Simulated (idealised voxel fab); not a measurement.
process module | voxel air gaps
cross-section cut | 285 nm wide | cells 5 nm
A cross-section is a grid of square cells, given in bands from the top down. A band is one or more rows of cells.
Each band's line starts with the height of the band's top and of its bottom, in nm. Then come its materials from left to right, each with its width in nm. One material with "throughout" fills the band from edge to edge. "air" is empty space.
Height 0 is the level under which the wafer as received is all one material. The lowest band goes on downwards, as in "0 down".
A width such as "30 to 40" changes by the same amount from each row of cells to the next, from the band's top row to its bottom row.
"no change" after a step means that no cell of the cross-section changed.
closed voids: empty space of 8 cells or more with no open way to the top, each as width x height at its distance from the left edge, in nm
after a step's settings: what the simulator itself notes on the step
overlay nm, on a step with a mask: how far to the right of its planned place the mask lay; to the left if negative
plan
1 op RECEIVE | material Si
2 op CONFORMAL_DEP | material SiO2 | thk nm 10
3 op CONFORMAL_DEP | material SiCN | thk nm 5
4 op DIRECTIONAL_DEP | material SiO2 | thk nm 40
5 op MASKED_ETCH | tone open | mask id LINES | width nm 25 | pitch nm 50 | etch materials SiO2 | depth nm 40 | overlay nm 0
6 op CONFORMAL_DEP | material TiN | thk nm 5
7 op FILL_DEP | material W | thk nm 10
8 op CMP | height nm 55
9 op EPI | material Ru | thk nm 10
10 op SELECTIVE_ETCH | etch materials SiO2 | depth nm 50
11 op CONFORMAL_DEP | material SiCN | thk nm 5
as received, after step 1
  0 down: Si throughout
  closed voids: none
first wafer at the end, as planned
  70 to 65: air 65 | SiCN 155 | air 65
  65 to 55: air 65 | SiCN 5 | Ru 45 | SiCN 5 | Ru 45 | SiCN 5 | Ru 45 | SiCN 5 | air 65
  55 to 50: air 65 | SiCN 15 | TiN 5 | W 15 | TiN 5 | SiCN 25 | TiN 5 | W 15 | TiN 5 | SiCN 25 | TiN 5 | W 15 | TiN 5 | SiCN 15 | air 65
  50 to 20: air 75 | SiCN 5 | TiN 5 | W 15 | TiN 5 | SiCN 5 | air 15 | SiCN 5 | TiN 5 | W 15 | TiN 5 | SiCN 5 | air 15 | SiCN 5 | TiN 5 | W 15 | TiN 5 | SiCN 5 | air 75
  20 to 15: SiCN 80 | TiN 25 | SiCN 25 | TiN 25 | SiCN 25 | TiN 25 | SiCN 80
  15 to 10: SiCN throughout
  10 to 0: SiO2 throughout
  0 down: Si throughout
  closed voids: 15 x 30 at 110; 15 x 30 at 160
second wafer at the end: like start, like plan, one mistake
  70 to 65: air 70 | SiCN 45 | air 5 | SiCN 45 | air 5 | SiCN 45 | air 70
  65 to 55: air 70 | SiCN 5 | Ru 35 | SiCN 5 | air 5 | SiCN 5 | Ru 35 | SiCN 5 | air 5 | SiCN 5 | Ru 35 | SiCN 5 | air 70
  55 to 50: air 70 | SiCN 15 | TiN 5 | W 5 | TiN 5 | SiCN 15 | air 5 | SiCN 15 | TiN 5 | W 5 | TiN 5 | SiCN 15 | air 5 | SiCN 15 | TiN 5 | W 5 | TiN 5 | SiCN 15 | air 70
  50 to 20: air 80 | SiCN 5 | TiN 5 | W 5 | TiN 5 | SiCN 5 | air 25 | SiCN 5 | TiN 5 | W 5 | TiN 5 | SiCN 5 | air 25 | SiCN 5 | TiN 5 | W 5 | TiN 5 | SiCN 5 | air 80
  20 to 15: SiCN 85 | TiN 15 | SiCN 35 | TiN 15 | SiCN 35 | TiN 15 | SiCN 85
  15 to 10: SiCN throughout
  10 to 0: SiO2 throughout
  0 down: Si throughout
  closed voids: none
what went wrong: step 5 ran as: op MASKED_ETCH | tone open | mask id LINES | width nm 15 | pitch nm 50 | etch materials SiO2 | depth nm 40 | overlay nm 0
at the end the second wafer has, in cells: 12 fewer of Ru | 8 more of SiCN | 6 fewer of TiN | 42 fewer of W
closed voids at the end (first wafer, second wafer): 2, 0
